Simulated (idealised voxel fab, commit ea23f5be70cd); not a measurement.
Proc. module: voxel wiring stack
Xsec cut, 280 nm wide, square cell size 5 nm.
Each cross-section below is a grid of square cells, stated as bands in top-down order, with one or more rows of cells making up each band. What a band's entry tells you: where the top is and where the bottom is, as heights in nm, and after that what lies inside, material by material from left to right, each with its width in nm. Empty space is written as the word "blank", and a single material marked with the word "throughout" occupies the band from edge to edge. Beneath 0, the wafer as received is one material, and that level is where height counting begins. The lowest band goes on downward without a bottom; it is written like "0 down". Width "30->40": first value at the band's top row of cells, second value at its bottom row, equal change from row to row. Any step labelled "nothing altered" changed none of the cells in the cross-section. The entry "Sealed void list" lists the empty spaces that cover at least 8 cells and have no open path to the top. Each is written as width x height at distance, where the distance is measured from the left edge and all three values are in nm. Text after the settings on a step's line: the simulator's own remark on that step. "overlay nm" on a masked step: distance the mask lay right of its planned place, negative for left.
The process steps that were planned are listed below:
1,op RECEIVE | material Si
2,op CONFORMAL_DEP | material SiO2 | thk nm 10
3,op CONFORMAL_DEP | material SiN | thk nm 5
4,op DIRECTIONAL_DEP | material lowk | thk nm 15
5,op PATTERN | tone open | mask id METAL_1 | material resist | width nm 20 | pitch nm 35 | thk nm 15 | overlay nm 0
6,op DIRECTIONAL_ETCH | etch materials lowk | depth nm 15
7,op DIRECTIONAL_ETCH | etch materials SiN | depth nm 5
8,op STRIP | etch materials resist
9,op CONFORMAL_DEP | material TiN | thk nm 5
10,op FILL_DEP | material Ru | thk nm 5
11,op CMP | height nm 30
12,op CONFORMAL_DEP | material SiCN | thk nm 5
13,op DIRECTIONAL_DEP | material lowk | thk nm 30
14,op PATTERN | tone open | mask id METAL_2_HOLES | material resist | width nm 15 | pitch nm 35 | thk nm 20 | overlay nm 0
15,op DIRECTIONAL_ETCH | etch materials lowk | depth nm 30
16,op STRIP | etch materials resist
17,op DIRECTIONAL_DEP | material aC | thk nm 10
18,op PATTERN | tone open | mask id METAL_2 | material resist | width nm 20 | pitch nm 35 | thk nm 30 | overlay nm 0
19,op DIRECTIONAL_ETCH | etch materials aC | depth nm 10
20,op STRIP | etch materials resist
21,op DIRECTIONAL_ETCH | etch materials lowk | depth nm 20
22,op DIRECTIONAL_ETCH | etch materials SiCN | depth nm 5
23,op STRIP | etch materials aC
24,op CONFORMAL_DEP | material TiN | thk nm 5
25,op FILL_DEP | material Cu | thk nm 10
26,op CMP | height nm 65
27,op CONFORMAL_DEP | material SiCN | thk nm 5
28,op DIRECTIONAL_DEP | material SiO2 | thk nm 15
29,op MASKED_ETCH | tone open | mask id PLUG_2 | width nm 15 | pitch nm 35 | etch materials SiO2 | depth nm 15 | overlay nm 0
30,op MASKED_ETCH | tone open | mask id PLUG_2 | width nm 15 | pitch nm 35 | etch materials SiCN | depth nm 5 | overlay nm 0
31,op CONFORMAL_DEP | material TiN | thk nm 5
32,op FILL_DEP | material W | thk nm 5
33,op CMP | height nm 85
34,op CONFORMAL_DEP | material SiN | thk nm 5
35,op DIRECTIONAL_DEP | material SiO2 | thk nm 15
36,op MASKED_ETCH | tone open | mask id METAL_3 | width nm 20 | pitch nm 35 | etch materials SiO2 | depth nm 15 | overlay nm 0
37,op MASKED_ETCH | tone open | mask id METAL_3 | width nm 20 | pitch nm 35 | etch materials SiN | depth nm 5 | overlay nm 0
38,op CONFORMAL_DEP | material TiN | thk nm 5
39,op FILL_DEP | material Ru | thk nm 10
40,op CMP | height nm 105
41,op CONFORMAL_DEP | material SiCN | thk nm 5
42,op DIRECTIONAL_DEP | material lowk | thk nm 30
43,op MASKED_ETCH | tone open | mask id METAL_4 | width nm 20 | pitch nm 35 | etch materials lowk | depth nm 15 | overlay nm 0
44,op MASKED_ETCH | tone open | mask id METAL_4_HOLES | width nm 15 | pitch nm 70 | etch materials lowk | depth nm 15 | overlay nm 0
45,op MASKED_ETCH | tone open | mask id METAL_4_HOLES | width nm 15 | pitch nm 70 | etch materials SiCN | depth nm 5 | overlay nm 0
46,op CONFORMAL_DEP | material TiN | thk nm 5
47,op FILL_DEP | material Ru | thk nm 5
48,op CMP | height nm 140
49,op CONFORMAL_DEP | material SiN | thk nm 5
As-received wafer cross-section (after step 1):
  0 down  Si throughout
  Sealed void list: none
First wafer of two, sectioned at end of module; run went per plan:
  145 to 140  SiN throughout
  140 to 130  lowk: 95, then TiN: 5, then Ru: 10, then TiN: 5, then lowk: 15, then TiN: 5, then Ru: 10, then TiN: 5, then lowk: 15, then TiN: 5, then Ru: 10, then TiN: 5, then lowk: 95
  130 to 125  lowk: 95, then TiN: 5, then Ru: 5, then TiN: 10, then lowk: 15, then TiN: 20, then lowk: 15, then TiN: 5, then Ru: 5, then TiN: 10, then lowk: 95
  125 to 110  lowk: 95, then TiN: 5, then Ru: 5, then TiN: 5, then lowk: 55, then TiN: 5, then Ru: 5, then TiN: 5, then lowk: 100
  110 to 105  SiCN: 95, then TiN: 15, then SiCN: 55, then TiN: 15, then SiCN: 100
  105 to 90  SiO2: 95, then TiN: 5, then Ru: 10, then TiN: 5, then SiO2: 15, then TiN: 5, then Ru: 10, then TiN: 5, then SiO2: 15, then TiN: 5, then Ru: 10, then TiN: 5, then SiO2: 95
  90 to 85  SiN: 95, then TiN: 20, then SiN: 15, then TiN: 20, then SiN: 15, then TiN: 20, then SiN: 95
  85 to 70  SiO2: 95, then TiN: 5, then W: 5, then TiN: 5, then SiO2: 20, then TiN: 5, then W: 5, then TiN: 5, then SiO2: 20, then TiN: 5, then W: 5, then TiN: 5, then SiO2: 100
  70 to 65  SiCN: 95, then TiN: 15, then SiCN: 20, then TiN: 15, then SiCN: 20, then TiN: 15, then SiCN: 100
  65 to 50  lowk: 95, then TiN: 5, then Cu: 10, then TiN: 5, then lowk: 15, then TiN: 5, then Cu: 10, then TiN: 5, then lowk: 15, then TiN: 5, then Cu: 10, then TiN: 5, then lowk: 95
  50 to 45  lowk: 95, then TiN: 5, then Cu: 5, then TiN: 10, then lowk: 15, then TiN: 5, then Cu: 5, then TiN: 10, then lowk: 15, then TiN: 5, then Cu: 5, then TiN: 10, then lowk: 95
  45 to 35  lowk: 95, then TiN: 5, then Cu: 5, then TiN: 5, then lowk: 20, then TiN: 5, then Cu: 5, then TiN: 5, then lowk: 20, then TiN: 5, then Cu: 5, then TiN: 5, then lowk: 100
  35 to 30  SiCN: 95, then TiN: 15, then SiCN: 20, then TiN: 15, then SiCN: 20, then TiN: 15, then SiCN: 100
  30 to 15  lowk: 95, then TiN: 5, then Ru: 10, then TiN: 5, then lowk: 15, then TiN: 5, then Ru: 10, then TiN: 5, then lowk: 15, then TiN: 5, then Ru: 10, then TiN: 5, then lowk: 95
  15 to 10  SiN: 95, then TiN: 20, then SiN: 15, then TiN: 20, then SiN: 15, then TiN: 20, then SiN: 95
  10 to 0  SiO2 throughout
  0 down  Si throughout
  Sealed void list: none
Second wafer cross-section at end of module - shared start and plan with the first, one mistake in the run:
  145 to 140  SiN throughout
  140 to 130  lowk: 95, then TiN: 5, then Ru: 10, then TiN: 5, then lowk: 15, then TiN: 5, then Ru: 10, then TiN: 5, then lowk: 15, then TiN: 5, then Ru: 10, then TiN: 5, then lowk: 95
  130 to 125  lowk: 95, then TiN: 5, then Ru: 5, then TiN: 10, then lowk: 15, then TiN: 20, then lowk: 15, then TiN: 5, then Ru: 5, then TiN: 10, then lowk: 95
  125 to 110  lowk: 95, then TiN: 5, then Ru: 5, then TiN: 5, then lowk: 55, then TiN: 5, then Ru: 5, then TiN: 5, then lowk: 100
  110 to 105  SiCN: 95, then TiN: 15, then SiCN: 55, then TiN: 15, then SiCN: 100
  105 to 95  Ru: 90, then TiN: 5, then SiO2: 20, then TiN: 5, then Ru: 5, then TiN: 5, then SiO2: 20, then TiN: 5, then Ru: 5, then TiN: 5, then SiO2: 20, then TiN: 5, then Ru: 90
  95 to 90  TiN: 95, then SiO2: 20, then TiN: 15, then SiO2: 20, then TiN: 15, then SiO2: 20, then TiN: 95
  90 to 85  SiN throughout
  85 to 70  SiO2: 95, then TiN: 5, then W: 5, then TiN: 5, then SiO2: 20, then TiN: 5, then W: 5, then TiN: 5, then SiO2: 20, then TiN: 5, then W: 5, then TiN: 5, then SiO2: 100
  70 to 65  SiCN: 95, then TiN: 15, then SiCN: 20, then TiN: 15, then SiCN: 20, then TiN: 15, then SiCN: 100
  65 to 50  lowk: 95, then TiN: 5, then Cu: 10, then TiN: 5, then lowk: 15, then TiN: 5, then Cu: 10, then TiN: 5, then lowk: 15, then TiN: 5, then Cu: 10, then TiN: 5, then lowk: 95
  50 to 45  lowk: 95, then TiN: 5, then Cu: 5, then TiN: 10, then lowk: 15, then TiN: 5, then Cu: 5, then TiN: 10, then lowk: 15, then TiN: 5, then Cu: 5, then TiN: 10, then lowk: 95
  45 to 35  lowk: 95, then TiN: 5, then Cu: 5, then TiN: 5, then lowk: 20, then TiN: 5, then Cu: 5, then TiN: 5, then lowk: 20, then TiN: 5, then Cu: 5, then TiN: 5, then lowk: 100
  35 to 30  SiCN: 95, then TiN: 15, then SiCN: 20, then TiN: 15, then SiCN: 20, then TiN: 15, then SiCN: 100
  30 to 15  lowk: 95, then TiN: 5, then Ru: 10, then TiN: 5, then lowk: 15, then TiN: 5, then Ru: 10, then TiN: 5, then lowk: 15, then TiN: 5, then Ru: 10, then TiN: 5, then lowk: 95
  15 to 10  SiN: 95, then TiN: 20, then SiN: 15, then TiN: 20, then SiN: 15, then TiN: 20, then SiN: 95
  10 to 0  SiO2 throughout
  0 down  Si throughout
  Sealed void list: none
In executing the process, a mistake was made relative to the plan: step 36 went in with a setting other than planned; the actual run was op MASKED_ETCH | tone cover | mask id METAL_3 | width nm 20 | pitch nm 35 | etch materials SiO2 | depth nm 15 | overlay nm 0
Final wafer comparison in cells, second versus first, more or fewer per material: Ru +58, SiN +12, SiO2 -96, TiN +26
